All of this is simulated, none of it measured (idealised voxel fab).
Proc. module: voxel local oxidation
Square cell edge 5 nm, section width 285 nm, ID cut.
In what follows, cross-sections appear as grids of square cells, described through bands that run from the top down, where every band is one or more rows of cells. Each band's line starts with the height of the band's top and of its bottom, in nm. Then come its materials from left to right, each with its width in nm. One material with "throughout" fills the band from edge to edge. "air" is empty space. Below 0: as-received wafer, all one material; heights counted from there. Lowest band: no bottom, goes on down, written "from 0 down". Width: "30->40" (first number = top row, second number = bottom row, same change from row to row of cells). When a step is marked "identical to before", none of the cells in the cross-section changed during that step. Look at "Unvented voids" for the closed voids: empty spaces with no open path to the top, sized 8 cells or up. Each is width x height at distance, distance from the left edge, all nm. That trailing text on a step's line, after the settings, is the simulator's own remark on the step. A step's line can hold "overlay nm"; with a mask on that step, the setting says how far right of the planned place the mask lay, while a negative setting says it lay to the left.
[The steps planned for the process are as follows]
| 1 | RECEIVE (material Si) |
| 2 | OXIDIZE (depth nm 5) |
| 3 | CONFORMAL_DEP (material SiN; thk nm 15) |
| 4 | DIRECTIONAL_DEP (material aC; thk nm 10) |
| 5 | PATTERN (tone cover; mask id ACTIVE; material resist; width nm 105; pitch nm 125; thk nm 25; overlay nm 0) |
| 6 | DIRECTIONAL_ETCH (etch materials aC; depth nm 10) |
| 7 | STRIP (etch materials resist) |
| 8 | DIRECTIONAL_ETCH (etch materials SiN; depth nm 15) |
| 9 | STRIP (etch materials aC) |
| 10 | SELECTIVE_ETCH (etch materials SiO2; depth nm 5) |
| 11 | OXIDIZE (depth nm 15) |
| 12 | STRIP (etch materials SiN) |
[Received-state cross-section, reflecting completion of step 1]
- from 0 down: Si throughout
- Unvented voids: none
[Sectioned view, first of two wafers, at the close of the module, processed as intended in the plan]
- from 0 to -5: 30 nm air, then 95 nm SiO2, then 30 nm air, then 95 nm SiO2, then 35 nm air
- from -5 to -20: 45 nm SiO2, then 65 nm Si, then 60 nm SiO2, then 65 nm Si, then 50 nm SiO2
- from -20 down: Si throughout
- Unvented voids: none
[second wafer at the end: like start, like plan, one mistake]
- from 0 to -5: 35 nm air, then 90 nm SiO2, then 35 nm air, then 90 nm SiO2, then 35 nm air
- from -5 to -20: 50 nm SiO2, then 60 nm Si, then 65 nm SiO2, then 60 nm Si, then 50 nm SiO2
- from -20 down: Si throughout
- Unvented voids: none
What went wrong in running the wafer? off-plan run, step 5, actual operation and settings PATTERN (tone cover; mask id ACTIVE; material resist; width nm 100; pitch nm 125; thk nm 25; overlay nm 0)
Count the cells at the end and the second wafer has more or fewer of some materials than the first: Si: 6 fewer | SiO2: 4 more
